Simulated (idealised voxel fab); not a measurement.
process module | voxel self aligned vias
cross-section cut | 295 nm wide | cells 5 nm
A cross-section is a grid of square cells, given in bands from the top down. A band is one or more rows of cells.
Each band's line starts with the height of the band's top and of its bottom, in nm. Then come its materials from left to right, each with its width in nm. One material with "throughout" fills the band from edge to edge. "air" is empty space.
Height 0 is the level under which the wafer as received is all one material. The lowest band goes on downwards, as in "0 down".
A width such as "30 to 40" changes by the same amount from each row of cells to the next, from the band's top row to its bottom row.
"no change" after a step means that no cell of the cross-section changed.
closed voids: empty space of 8 cells or more with no open way to the top, each as width x height at its distance from the left edge, in nm
after a step's settings: what the simulator itself notes on the step
overlay nm, on a step with a mask: how far to the right of its planned place the mask lay; to the left if negative
plan
1 op RECEIVE | material Si
2 op CONFORMAL_DEP | material SiO2 | thk nm 10
3 op CONFORMAL_DEP | material SiCN | thk nm 5
4 op DIRECTIONAL_DEP | material SiO2 | thk nm 25
5 op DIRECTIONAL_DEP | material aC | thk nm 15
6 op PATTERN | tone open | mask id LINES | material resist | width nm 20 | pitch nm 55 | thk nm 30 | overlay nm 0
7 op DIRECTIONAL_ETCH | etch materials aC | depth nm 15
8 op STRIP | etch materials resist
9 op DIRECTIONAL_ETCH | etch materials SiO2 | depth nm 25
10 op STRIP | etch materials aC
11 op CONFORMAL_DEP | material TiN | thk nm 5
12 op FILL_DEP | material W | thk nm 10
13 op CMP | height nm 40
14 op SELECTIVE_ETCH | etch materials W Ru TiN | depth nm 5
15 op FILL_DEP | material SiN | thk nm 5
16 op CMP | height nm 40
17 op DIRECTIONAL_DEP | material SiO2 | thk nm 20
18 op MASKED_ETCH | tone open | mask id VIAS | width nm 30 | pitch nm 55 | etch materials SiO2 | depth nm 20 | overlay nm 0
19 op MASKED_ETCH | tone open | mask id VIAS | width nm 30 | pitch nm 55 | etch materials SiN | depth nm 5 | overlay nm 0
20 op CONFORMAL_DEP | material TiN | thk nm 5
21 op FILL_DEP | material Ru | thk nm 10
22 op CMP | height nm 60
23 op CONFORMAL_DEP | material SiN | thk nm 5
as received, after step 1
  0 down: Si throughout
  closed voids: none
a wafer at the end: this start, this plan, one mistake
  65 to 60: SiN throughout
  60 to 45: SiO2 75 | TiN 5 | Ru 20 | TiN 5 | SiO2 25 | TiN 5 | Ru 20 | TiN 5 | SiO2 25 | TiN 5 | Ru 20 | TiN 5 | SiO2 80
  45 to 40: SiO2 75 | TiN 30 | SiO2 25 | TiN 30 | SiO2 25 | TiN 30 | SiO2 80
  40 to 35: SiCN throughout
  35 to 0: SiO2 throughout
  0 down: Si throughout
  closed voids: none
what went wrong: steps 3 and 4 were swapped
